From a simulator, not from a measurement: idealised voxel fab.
The following process module bears the name voxel double patterning.
Cross-section cut: width 285 nm, square cells of 5 nm.
Square cells in a grid make up a cross-section in this document, and the grid is given as bands, listed from the top down, each one or more rows of cells.
A band entry consists of two parts. The first gives the height of the band's top and the height of its bottom, in nm. The rest lists the band's materials from left to right, each with its width in nm. A single material labelled with the word "throughout" fills the band from edge to edge, and the word "air" marks empty space.
Where do heights start? At 0: under that level the wafer as delivered is made of one material only. And the lowest band has no floor; it just carries on downward, as in "z 0 and below".
It should be noted that a width expressed as "30->40" varies in equal increments from row to row of cells within the band, taking the value of the first number at the top row and that of the second number at the bottom row.
A step reported as "remained the same" is a step in which no cell of the cross-section changed.
The list in "Unvented cavities" covers empty spaces of 8 cells or more that cannot reach the top through any open way, and it gives each as width x height at distance; the distance is from the left edge, and width, height and distance are in nm.
Past the settings on a step's line: simulator remark, on that step.
overlay nm: how far to the right of its planned place the mask lay on this masked step (negative: to the left).

## These are the steps we planned for the process
1) RECEIVE: material Si
2) CONFORMAL_DEP: material SiO2, thk nm 5
3) DIRECTIONAL_DEP: material W, thk nm 10
4) DIRECTIONAL_DEP: material SiCN, thk nm 10
5) MASKED_ETCH: tone open, mask id FIRST, width nm 15, pitch nm 50, etch materials SiCN, depth nm 10, overlay nm 0
6) DIRECTIONAL_DEP: material aC, thk nm 15
7) PATTERN: tone open, mask id SECOND, material resist, width nm 15, thk nm 30, overlay nm 0
8) DIRECTIONAL_ETCH: etch materials aC, depth nm 15
9) STRIP: etch materials resist
10) DIRECTIONAL_ETCH: etch materials SiCN, depth nm 10
11) STRIP: etch materials aC
12) DIRECTIONAL_ETCH: etch materials W, depth nm 10
13) STRIP: etch materials SiCN

## Account of the first of two wafers, which was processed as intended

## Wafer at receipt (post step 1), cross-section
z 0 and below = Si throughout
Unvented cavities: none

## The following cross-section depicts the wafer upon completion of step 2
z 5 to 0 = SiO2 throughout
Rest of section, below 0: as before.

## The following cross-section depicts the wafer upon completion of step 3
z 15 to 5 = W throughout
Rest of section, below 5: as before.

## The following cross-section depicts the wafer upon completion of step 4
z 25 to 15 = SiCN throughout
Rest of section, below 15: as before.

## The following cross-section depicts the wafer upon completion of step 5
z 25 to 15 = 110 SiCN; 15 air; 35 SiCN; 15 air; 110 SiCN
Rest of section, below 15: as before.

## The following cross-section depicts the wafer upon completion of step 6
z 40 to 30 = 110 aC; 15 air; 35 aC; 15 air; 110 aC
z 30 to 25 = aC throughout
z 25 to 15 = 110 SiCN; 15 aC; 35 SiCN; 15 aC; 110 SiCN
Rest of section, below 15: as before.

## The following cross-section depicts the wafer upon completion of step 7
z 70 to 40 = 135 resist; 15 air; 135 resist
z 40 to 30 = 110 aC; 15 resist; 35 aC; 15 resist; 110 aC
Rest of section, below 30: as before.

## The following cross-section depicts the wafer upon completion of step 8
z 55 to 40 = 135 resist; 15 air; 135 resist
z 40 to 30 = 110 aC; 15 resist; 10 aC; 15 air; 10 aC; 15 resist; 110 aC
z 30 to 25 = 135 aC; 15 air; 135 aC
Rest of section, below 25: as before.

## The following cross-section depicts the wafer upon completion of step 9
z 40 to 30 = 110 aC; 15 air; 10 aC; 15 air; 10 aC; 15 air; 110 aC
Rest of section, below 30: as before.

## The following cross-section depicts the wafer upon completion of step 10
z 40 to 30 = 110 aC; 15 air; 10 aC; 15 air; 10 aC; 15 air; 110 aC
z 30 to 25 = 135 aC; 15 air; 135 aC
z 25 to 15 = 110 SiCN; 15 aC; 10 SiCN; 15 air; 10 SiCN; 15 aC; 110 SiCN
Rest of section, below 15: as before.

## The following cross-section depicts the wafer upon completion of step 11
z 25 to 15 = 110 SiCN; 15 air; 10 SiCN; 15 air; 10 SiCN; 15 air; 110 SiCN
Rest of section, below 15: as before.

## The following cross-section depicts the wafer upon completion of step 12
z 25 to 15 = 110 SiCN; 15 air; 10 SiCN; 15 air; 10 SiCN; 15 air; 110 SiCN
z 15 to 5 = 110 W; 15 air; 10 W; 15 air; 10 W; 15 air; 110 W
Rest of section, below 5: as before.

## The following cross-section depicts the wafer upon completion of step 13
z 15 to 5 = 110 W; 15 air; 10 W; 15 air; 10 W; 15 air; 110 W
Rest of section, below 5: as before.

## Wafer two: like wafer one in start and plan, but with one mistake in execution; identical up to and including step 1

## Second wafer cross-section, taken as of the time the plan sets for step 2 to be done
z 10 to 0 = W throughout
Rest of section, below 0: as before.

## Second wafer cross-section, taken as of the time the plan sets for step 3 to be done
z 15 to 10 = SiO2 throughout
Rest of section, below 10: as before.

## Second wafer cross-section, taken as of the time the plan sets for step 4 to be done
z 25 to 15 = SiCN throughout
Rest of section, below 15: as before.

## Second wafer cross-section, taken as of the time the plan sets for step 5 to be done
z 25 to 15 = 110 SiCN; 15 air; 35 SiCN; 15 air; 110 SiCN
Rest of section, below 15: as before.

## Second wafer cross-section, taken as of the time the plan sets for step 6 to be done
z 40 to 30 = 110 aC; 15 air; 35 aC; 15 air; 110 aC
z 30 to 25 = aC throughout
z 25 to 15 = 110 SiCN; 15 aC; 35 SiCN; 15 aC; 110 SiCN
Rest of section, below 15: as before.

## Second wafer cross-section, taken as of the time the plan sets for step 7 to be done
z 70 to 40 = 135 resist; 15 air; 135 resist
z 40 to 30 = 110 aC; 15 resist; 35 aC; 15 resist; 110 aC
Rest of section, below 30: as before.

## Second wafer cross-section, taken as of the time the plan sets for step 8 to be done
z 55 to 40 = 135 resist; 15 air; 135 resist
z 40 to 30 = 110 aC; 15 resist; 10 aC; 15 air; 10 aC; 15 resist; 110 aC
z 30 to 25 = 135 aC; 15 air; 135 aC
Rest of section, below 25: as before.

## Second wafer cross-section, taken as of the time the plan sets for step 9 to be done
z 40 to 30 = 110 aC; 15 air; 10 aC; 15 air; 10 aC; 15 air; 110 aC
Rest of section, below 30: as before.

## Second wafer cross-section, taken as of the time the plan sets for step 10 to be done
z 40 to 30 = 110 aC; 15 air; 10 aC; 15 air; 10 aC; 15 air; 110 aC
z 30 to 25 = 135 aC; 15 air; 135 aC
z 25 to 15 = 110 SiCN; 15 aC; 10 SiCN; 15 air; 10 SiCN; 15 aC; 110 SiCN
Rest of section, below 15: as before.

## Second wafer cross-section, taken as of the time the plan sets for step 11 to be done
z 25 to 15 = 110 SiCN; 15 air; 10 SiCN; 15 air; 10 SiCN; 15 air; 110 SiCN
Rest of section, below 15: as before.

Second wafer cross-section, taken as of the time the plan sets for step 12 to be done: remained the same

## Second wafer cross-section, taken as of the time the plan sets for step 13 to be done
z 15 to 10 = SiO2 throughout
Rest of section, below 10: as before.
What was done differently from what was planned? the executed order of steps 2 and 3 is the reverse of that specified in the plan, each step having taken the other's position
Cell-count delta at end, second wafer over first, by material: 18 more of W
